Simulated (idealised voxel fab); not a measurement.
Title: Process Module voxel ribs on slabs
Shown is cross-section cut, with a width of 285 nm and square cells of size 5 nm.
Just so we're on the same page, the cross-sections are grids of square cells, and they're listed out in bands top to bottom, each band one or more rows deep.
Within each band entry, the heights of the top and of the bottom of the band appear first, in that order and in nm; the materials of the band then follow from left to right, each with its corresponding width in nm. The designation "full width" on a single material indicates that it fills the band from edge to edge; the designation "air" indicates empty space.
Below 0: as-received wafer, all one material; heights counted from there. Lowest band: no bottom, goes on down, written "z 0 and below".
When a width is written as two numbers, as in "30->40", the first number is the width in the top row of cells of the band and the second is the width in its bottom row, and the width changes by the same amount from each row to the next.
Given "nothing was modified" for a step, no cell of the cross-section differs between before and after that step.
"Enclosed empty spaces" lists enclosed empty spaces (at least 8 cells, no open path upward to the top), each as width x height at distance from the left edge, in nm.
On each step's line, the part that comes after the settings is the simulator's own comment on the step.
When a step includes a mask, the "overlay nm" setting on its line states how far to the right of its planned place that mask lay, and negative values state how far to the left.
Planned process steps
1: RECEIVE | material Si
2: DIRECTIONAL_DEP | material SiO2 | thk nm 30
3: DIRECTIONAL_DEP | material polySi | thk nm 20
4: PATTERN | tone cover | mask id RIB | material resist | width nm 25 | thk nm 20 | overlay nm 0
5: DIRECTIONAL_ETCH | etch materials polySi | depth nm 5
6: STRIP | etch materials resist
7: DIRECTIONAL_DEP | material aC | thk nm 10
8: PATTERN | tone cover | mask id SLAB | material resist | width nm 75 | thk nm 30 | overlay nm 0
9: DIRECTIONAL_ETCH | etch materials aC | depth nm 10
10: STRIP | etch materials resist
11: DIRECTIONAL_ETCH | etch materials polySi | depth nm 15
12: STRIP | etch materials aC
13: FILL_DEP | material SiO2 | thk nm 25
14: CMP | height nm 65
15: DIRECTIONAL_DEP | material W | thk nm 10
16: MASKED_ETCH | tone cover | mask id HEATER | width nm 35 | etch materials W | depth nm 10 | overlay nm 0
17: CONFORMAL_DEP | material SiO2 | thk nm 5
Here's what the wafer looked like in cross-section when it arrived - that's after step 1
    z 0 and below  Si full width
    Enclosed empty spaces: none
Look at the cross-section after the module: the wafer started out the way shown above and the plan was the one shown above, yet one mistake was made along the way
    z 80 to 75  120 nm air, 45 nm SiO2, 120 nm air
    z 75 to 70  120 nm air, 5 nm SiO2, 35 nm W, 5 nm SiO2, 120 nm air
    z 70 to 65  125 nm SiO2, 35 nm W, 125 nm SiO2
    z 65 to 20  SiO2 full width
    z 20 to 0  polySi full width
    z 0 and below  Si full width
    Enclosed empty spaces: none
Error vs. plan: steps 2 and 3 were swapped
